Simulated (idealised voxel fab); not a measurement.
You're looking at the process module voxel gate over fins.
cross-section cut | 170 nm wide | cells 5 nm
In this document a cross-section is written as a grid of square cells. It is given as a series of bands, listed from the top down, and a band is one or more rows of cells. Look at the band entry: it leads with the top's height and the bottom's height in nm. Then it lists the materials left to right, with a width in nm for each. The word "edge to edge" on a single material says that material fills the band edge to edge. The word "air" is empty space. Convention: height 0 is the level below which the wafer, as received, is all one material. The lowest band does not terminate at the bottom but continues downward, represented as "0 and below". A width such as "30->40" changes by the same amount from each row of cells to the next, from the band's top row to its bottom row. No cell of the cross-section changed in a step that is given as "remains unaltered". In "Unvented voids" the enclosed voids are listed, meaning empty spaces of 8 cells or larger without any opening to the top. The form is width x height at distance, distance from the left edge, units nm. Read whatever lies past the settings on a step's line as the simulator's own remark about the step. A step line may carry the setting "overlay nm", which, for steps involving a mask, states the distance by which the mask lay to the right of its intended position; negative values denote displacement to the left.

Planned process steps:
1: op RECEIVE | material Si
2: op CONFORMAL_DEP | material SiN | thk nm 5
3: op DIRECTIONAL_DEP | material aC | thk nm 15
4: op PATTERN | tone cover | mask id FINS | material resist | width nm 15 | pitch nm 45 | thk nm 35 | overlay nm 0
5: op DIRECTIONAL_ETCH | etch materials aC | depth nm 15
6: op STRIP | etch materials resist
7: op DIRECTIONAL_ETCH | etch materials SiN | depth nm 5
8: op DIRECTIONAL_ETCH | etch materials Si | depth nm 40
9: op STRIP | etch materials aC
10: op OXIDIZE | depth nm 5
11: op FILL_DEP | material SiO2 | thk nm 5
12: op CMP | height nm 5
13: op SELECTIVE_ETCH | etch materials SiO2 | depth nm 15
14: op STRIP | etch materials SiN
15: op CONFORMAL_DEP | material HfO2 | thk nm 5
16: op CONFORMAL_DEP | material TiN | thk nm 5
17: op FILL_DEP | material W | thk nm 15
18: op CMP | height nm 20
19: op CONFORMAL_DEP | material SiCN | thk nm 10

First of two wafers - as planned:

Cross-section of the wafer as it came to us, i.e., already through step 1:
* 0 and below: Si edge to edge
* Unvented voids: none

Cross-section: wafer state after step 2:
* 5 down to 0: SiN edge to edge
* Whatever lies below 0 is exactly as it was before.

Cross-section: wafer state after step 3:
* 20 down to 5: aC edge to edge
* Whatever lies below 5 is exactly as it was before.

Cross-section: wafer state after step 4:
* 55 down to 20: air 30 nm | resist 15 nm | air 30 nm | resist 15 nm | air 30 nm | resist 15 nm | air 35 nm
* Whatever lies below 20 is exactly as it was before.

Cross-section: wafer state after step 5:
* 40 down to 20: air 30 nm | resist 15 nm | air 30 nm | resist 15 nm | air 30 nm | resist 15 nm | air 35 nm
* 20 down to 5: air 30 nm | aC 15 nm | air 30 nm | aC 15 nm | air 30 nm | aC 15 nm | air 35 nm
* Whatever lies below 5 is exactly as it was before.

Cross-section: wafer state after step 6:
* 20 down to 5: air 30 nm | aC 15 nm | air 30 nm | aC 15 nm | air 30 nm | aC 15 nm | air 35 nm
* Whatever lies below 5 is exactly as it was before.

Cross-section: wafer state after step 7:
* 20 down to 5: air 30 nm | aC 15 nm | air 30 nm | aC 15 nm | air 30 nm | aC 15 nm | air 35 nm
* 5 down to 0: air 30 nm | SiN 15 nm | air 30 nm | SiN 15 nm | air 30 nm | SiN 15 nm | air 35 nm
* Whatever lies below 0 is exactly as it was before.

Cross-section: wafer state after step 8:
* 20 down to 5: air 30 nm | aC 15 nm | air 30 nm | aC 15 nm | air 30 nm | aC 15 nm | air 35 nm
* 5 down to 0: air 30 nm | SiN 15 nm | air 30 nm | SiN 15 nm | air 30 nm | SiN 15 nm | air 35 nm
* 0 down to -40: air 30 nm | Si 15 nm | air 30 nm | Si 15 nm | air 30 nm | Si 15 nm | air 35 nm
* Whatever lies below -40 is exactly as it was before.

Cross-section: wafer state after step 9:
* 5 down to 0: air 30 nm | SiN 15 nm | air 30 nm | SiN 15 nm | air 30 nm | SiN 15 nm | air 35 nm
* Whatever lies below 0 is exactly as it was before.

Cross-section: wafer state after step 10:
* 5 down to 0: air 30 nm | SiN 15 nm | air 30 nm | SiN 15 nm | air 30 nm | SiN 15 nm | air 35 nm
* 0 down to -40: air 30 nm | SiO2 5 nm | Si 5 nm | SiO2 5 nm | air 30 nm | SiO2 5 nm | Si 5 nm | SiO2 5 nm | air 30 nm | SiO2 5 nm | Si 5 nm | SiO2 5 nm | air 35 nm
* -40 down to -45: SiO2 35 nm | Si 5 nm | SiO2 40 nm | Si 5 nm | SiO2 40 nm | Si 5 nm | SiO2 40 nm
* Whatever lies below -45 is exactly as it was before.

Cross-section: wafer state after step 11:
* 10 down to 5: SiO2 edge to edge
* 5 down to 0: SiO2 30 nm | SiN 15 nm | SiO2 30 nm | SiN 15 nm | SiO2 30 nm | SiN 15 nm | SiO2 35 nm
* 0 down to -45: SiO2 35 nm | Si 5 nm | SiO2 40 nm | Si 5 nm | SiO2 40 nm | Si 5 nm | SiO2 40 nm
* Whatever lies below -45 is exactly as it was before.

Cross-section: wafer state after step 12:
* 5 down to 0: SiO2 30 nm | SiN 15 nm | SiO2 30 nm | SiN 15 nm | SiO2 30 nm | SiN 15 nm | SiO2 35 nm
* Whatever lies below 0 is exactly as it was before.

Cross-section: wafer state after step 13:
* 5 down to 0: air 30 nm | SiN 15 nm | air 30 nm | SiN 15 nm | air 30 nm | SiN 15 nm | air 35 nm
* 0 down to -10: air 35 nm | Si 5 nm | air 40 nm | Si 5 nm | air 40 nm | Si 5 nm | air 40 nm
* Whatever lies below -10 is exactly as it was before.

Cross-section: wafer state after step 14:
* 0 down to -10: air 35 nm | Si 5 nm | air 40 nm | Si 5 nm | air 40 nm | Si 5 nm | air 40 nm
* Whatever lies below -10 is exactly as it was before.

Cross-section: wafer state after step 15:
* 5 down to 0: air 30 nm | HfO2 15 nm | air 30 nm | HfO2 15 nm | air 30 nm | HfO2 15 nm | air 35 nm
* 0 down to -5: air 30 nm | HfO2 5 nm | Si 5 nm | HfO2 5 nm | air 30 nm | HfO2 5 nm | Si 5 nm | HfO2 5 nm | air 30 nm | HfO2 5 nm | Si 5 nm | HfO2 5 nm | air 35 nm
* -5 down to -10: HfO2 35 nm | Si 5 nm | HfO2 40 nm | Si 5 nm | HfO2 40 nm | Si 5 nm | HfO2 40 nm
* Whatever lies below -10 is exactly as it was before.

Cross-section: wafer state after step 16:
* 10 down to 5: air 25 nm | TiN 25 nm | air 20 nm | TiN 25 nm | air 20 nm | TiN 25 nm | air 30 nm
* 5 down to 0: air 25 nm | TiN 5 nm | HfO2 15 nm | TiN 5 nm | air 20 nm | TiN 5 nm | HfO2 15 nm | TiN 5 nm | air 20 nm | TiN 5 nm | HfO2 15 nm | TiN 5 nm | air 30 nm
* 0 down to -5: TiN 30 nm | HfO2 5 nm | Si 5 nm | HfO2 5 nm | TiN 30 nm | HfO2 5 nm | Si 5 nm | HfO2 5 nm | TiN 30 nm | HfO2 5 nm | Si 5 nm | HfO2 5 nm | TiN 35 nm
* Whatever lies below -5 is exactly as it was before.

Cross-section: wafer state after step 17:
* 25 down to 10: W edge to edge
* 10 down to 5: W 25 nm | TiN 25 nm | W 20 nm | TiN 25 nm | W 20 nm | TiN 25 nm | W 30 nm
* 5 down to 0: W 25 nm | TiN 5 nm | HfO2 15 nm | TiN 5 nm | W 20 nm | TiN 5 nm | HfO2 15 nm | TiN 5 nm | W 20 nm | TiN 5 nm | HfO2 15 nm | TiN 5 nm | W 30 nm
* Whatever lies below 0 is exactly as it was before.

Cross-section: wafer state after step 18:
* 20 down to 10: W edge to edge
* Whatever lies below 10 is exactly as it was before.

Cross-section: wafer state after step 19:
* 30 down to 20: SiCN edge to edge
* Whatever lies below 20 is exactly as it was before.

Wafer two. Same start, same plan, one slip in execution. Same as wafer one through step 12, inclusive:

Cross-section, second wafer, at the end time the plan gives for step 13:
* 5 down to 0: air 30 nm | SiN 15 nm | air 30 nm | SiN 15 nm | air 30 nm | SiN 15 nm | air 35 nm
* 0 down to -25: air 35 nm | Si 5 nm | air 40 nm | Si 5 nm | air 40 nm | Si 5 nm | air 40 nm
* Whatever lies below -25 is exactly as it was before.

Cross-section, second wafer, at the end time the plan gives for step 14:
* 0 down to -25: air 35 nm | Si 5 nm | air 40 nm | Si 5 nm | air 40 nm | Si 5 nm | air 40 nm
* Whatever lies below -25 is exactly as it was before.

Cross-section, second wafer, at the end time the plan gives for step 15:
* 5 down to 0: air 30 nm | HfO2 15 nm | air 30 nm | HfO2 15 nm | air 30 nm | HfO2 15 nm | air 35 nm
* 0 down to -20: air 30 nm | HfO2 5 nm | Si 5 nm | HfO2 5 nm | air 30 nm | HfO2 5 nm | Si 5 nm | HfO2 5 nm | air 30 nm | HfO2 5 nm | Si 5 nm | HfO2 5 nm | air 35 nm
* -20 down to -25: HfO2 35 nm | Si 5 nm | HfO2 40 nm | Si 5 nm | HfO2 40 nm | Si 5 nm | HfO2 40 nm
* Whatever lies below -25 is exactly as it was before.

Cross-section, second wafer, at the end time the plan gives for step 16:
* 10 down to 5: air 25 nm | TiN 25 nm | air 20 nm | TiN 25 nm | air 20 nm | TiN 25 nm | air 30 nm
* 5 down to 0: air 25 nm | TiN 5 nm | HfO2 15 nm | TiN 5 nm | air 20 nm | TiN 5 nm | HfO2 15 nm | TiN 5 nm | air 20 nm | TiN 5 nm | HfO2 15 nm | TiN 5 nm | air 30 nm
* 0 down to -15: air 25 nm | TiN 5 nm | HfO2 5 nm | Si 5 nm | HfO2 5 nm | TiN 5 nm | air 20 nm | TiN 5 nm | HfO2 5 nm | Si 5 nm | HfO2 5 nm | TiN 5 nm | air 20 nm | TiN 5 nm | HfO2 5 nm | Si 5 nm | HfO2 5 nm | TiN 5 nm | air 30 nm
* -15 down to -20: TiN 30 nm | HfO2 5 nm | Si 5 nm | HfO2 5 nm | TiN 30 nm | HfO2 5 nm | Si 5 nm | HfO2 5 nm | TiN 30 nm | HfO2 5 nm | Si 5 nm | HfO2 5 nm | TiN 35 nm
* Whatever lies below -20 is exactly as it was before.

Cross-section, second wafer, at the end time the plan gives for step 17:
* 25 down to 10: W edge to edge
* 10 down to 5: W 25 nm | TiN 25 nm | W 20 nm | TiN 25 nm | W 20 nm | TiN 25 nm | W 30 nm
* 5 down to 0: W 25 nm | TiN 5 nm | HfO2 15 nm | TiN 5 nm | W 20 nm | TiN 5 nm | HfO2 15 nm | TiN 5 nm | W 20 nm | TiN 5 nm | HfO2 15 nm | TiN 5 nm | W 30 nm
* 0 down to -15: W 25 nm | TiN 5 nm | HfO2 5 nm | Si 5 nm | HfO2 5 nm | TiN 5 nm | W 20 nm | TiN 5 nm | HfO2 5 nm | Si 5 nm | HfO2 5 nm | TiN 5 nm | W 20 nm | TiN 5 nm | HfO2 5 nm | Si 5 nm | HfO2 5 nm | TiN 5 nm | W 30 nm
* Whatever lies below -15 is exactly as it was before.

Cross-section, second wafer, at the end time the plan gives for step 18:
* 20 down to 10: W edge to edge
* Whatever lies below 10 is exactly as it was before.

Cross-section, second wafer, at the end time the plan gives for step 19:
* 30 down to 20: SiCN edge to edge
* Whatever lies below 20 is exactly as it was before.
It is concluded that the wafer was processed incorrectly with respect to the plan, in that plan step 13 ran twice
Per the end-of-run cell counts, the second wafer holds more or fewer of some materials than the first: HfO2: 18 more; SiO2: 93 fewer; TiN: 18 more; W: 57 more
